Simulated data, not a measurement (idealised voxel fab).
Documented hereafter: the process module known as voxel local oxidation.
Shown is cross-section cut, with a width of 270 nm and square cells of size 5 nm.
A cross-section is a grid of square cells, given in bands from the top down. A band is one or more rows of cells. Band entry format. Leading values: height of top, height of bottom, nm. Remainder: materials in left-to-right order, each with its width in nm. Special words: "everywhere" on a single material, which then fills the band edge to edge; "blank", empty space. We count height from 0. Below that, the starting wafer is all one material. The lowest band never ends at the bottom but goes on down; see "0..down" for how that is written. A two-number width, for instance "30 to 40", indicates that the width is equal to the first number in the top row of the band and to the second number in the bottom row, and that it changes by a constant amount per row of cells. Basically "nothing was modified" means that step didn't change any cell in the cross-section. This entry, "Internal closed voids", enumerates those empty regions of no fewer than 8 cells that possess no open connection to the top. Each region is reported in the form width x height at distance, the distance being taken from the left edge, with all three quantities expressed in nm. Heads up: the bit after the settings on a step's line is the simulator's remark on that step. If you see "overlay nm" on a step's line and that step has a mask, it's telling you how far right of where it was planned the mask ended up; a negative number means it went left instead.
Below is the list of planned process steps
1) RECEIVE | material Si
2) CONFORMAL_DEP | material SiO2 | thk nm 5
3) CONFORMAL_DEP | material SiN | thk nm 15
4) PATTERN | tone cover | mask id ACTIVE | material resist | width nm 100 | thk nm 20 | overlay nm 0
5) DIRECTIONAL_ETCH | etch materials SiN | depth nm 15
6) STRIP | etch materials resist
7) SELECTIVE_ETCH | etch materials SiO2 | depth nm 5
8) OXIDIZE | depth nm 10
9) STRIP | etch materials SiN
Wafer as received: cross-section following step 1
0..down: Si everywhere
Internal closed voids: none
Looking at the first of two wafers in cross-section at end of module - ran to plan
5..0: blank 90 nm, then SiO2 90 nm, then blank 90 nm
0..-10: SiO2 100 nm, then Si 70 nm, then SiO2 100 nm
-10..down: Si everywhere
Internal closed voids: none
End-of-module cross-section of the second wafer: identical starting point and process plan to the first, with one processing mistake
5..0: blank 90 nm, then SiO2 95 nm, then blank 85 nm
0..-10: SiO2 100 nm, then Si 75 nm, then SiO2 95 nm
-10..down: Si everywhere
Internal closed voids: none
In executing the process, a mistake was made relative to the plan: step 4 off recipe, ran as PATTERN | tone cover | mask id ACTIVE | material resist | width nm 105 | thk nm 20 | overlay nm 0
Once processing is complete, comparing cell counts shows that the second wafer has more or fewer of certain materials than the first: Si: 2 more; SiO2: 1 fewer
